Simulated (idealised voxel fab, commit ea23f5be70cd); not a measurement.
voxel self aligned contacts: a process module
The cross-section on display is named cut; it measures 255 nm wide, and its cells are 5 nm squares.
A cross-section in this document is a grid of square cells, and it is written down as bands, the top band listed before the ones below it; a band is made up of one or more rows of cells.
Heights first: top, then bottom, in nm. Then materials, left to right, each with a width in nm. "throughout" on a single material: fills the band edge to edge. "empty": empty space.
Height reference: 0 = level under which incoming wafer is all one material. Lowest band: no bottom, runs on downward, e.g. "top 0, no bottom".
A width such as "30..40" changes by the same amount from each row of cells to the next, from the band's top row to its bottom row.
You'll sometimes find "nothing was modified" written for a step, and that's the way of saying that nowhere in the cross-section did a cell change during that step.
Empty spaces counting at least 8 cells and having no open way to the top are listed in "Enclosed void listing". The notation width x height at distance is used for each, the distance being from the left edge and all three values in nm.
Where a step's line continues beyond its settings, the continuation is a remark by the simulator itself on that step.
A step's line can hold "overlay nm"; with a mask on that step, the setting says how far right of the planned place the mask lay, while a negative setting says it lay to the left.

# Planned process steps
1. op RECEIVE | material Si
2. op OXIDIZE | depth nm 5
3. op DIRECTIONAL_DEP | material polySi | thk nm 30
4. op DIRECTIONAL_DEP | material SiN | thk nm 25
5. op DIRECTIONAL_DEP | material aC | thk nm 10
6. op PATTERN | tone cover | mask id GATE | material resist | width nm 30 | pitch nm 75 | thk nm 30 | overlay nm 0
7. op DIRECTIONAL_ETCH | etch materials aC | depth nm 10
8. op STRIP | etch materials resist
9. op DIRECTIONAL_ETCH | etch materials SiN | depth nm 25
10. op DIRECTIONAL_ETCH | etch materials polySi | depth nm 30
11. op STRIP | etch materials aC
12. op CONFORMAL_DEP | material SiN | thk nm 10
13. op DIRECTIONAL_ETCH | etch materials SiN | depth nm 10
14. op FILL_DEP | material SiO2 | thk nm 15
15. op CMP | height nm 60
16. op MASKED_ETCH | tone open | mask id CONTACT | width nm 55 | etch materials SiO2 | depth nm 65 | overlay nm 0
17. op CONFORMAL_DEP | material TiN | thk nm 5
18. op FILL_DEP | material W | thk nm 5
19. op CMP | height nm 60
20. op CONFORMAL_DEP | material SiCN | thk nm 5

# Wafer as received: cross-section following step 1
    top 0, no bottom  Si throughout
    Enclosed void listing: none

# The following cross-section depicts the wafer upon conclusion of the module. Processing commenced from the starting condition illustrated above and adhered to the plan illustrated above, save for one mistake in execution
    top 65, bottom 60  SiCN throughout
    top 60, bottom 55  SiO2 (100), TiN (15), W (25), TiN (15), SiO2 (100)
    top 55, bottom 30  SiO2 (70), SiN (40), TiN (5), W (25), TiN (5), SiN (40), SiO2 (70)
    top 30, bottom 0  SiO2 (70), SiN (10), polySi (20), SiN (10), TiN (5), W (25), TiN (5), SiN (10), polySi (20), SiN (10), SiO2 (70)
    top 0, bottom -5  SiO2 (110), TiN (35), SiO2 (110)
    top -5, no bottom  Si throughout
    Enclosed void listing: none
Finding, execution versus plan: step 6 deviated from plan and actually ran as op PATTERN | tone cover | mask id GATE | material resist | width nm 20 | pitch nm 75 | thk nm 30 | overlay nm 0
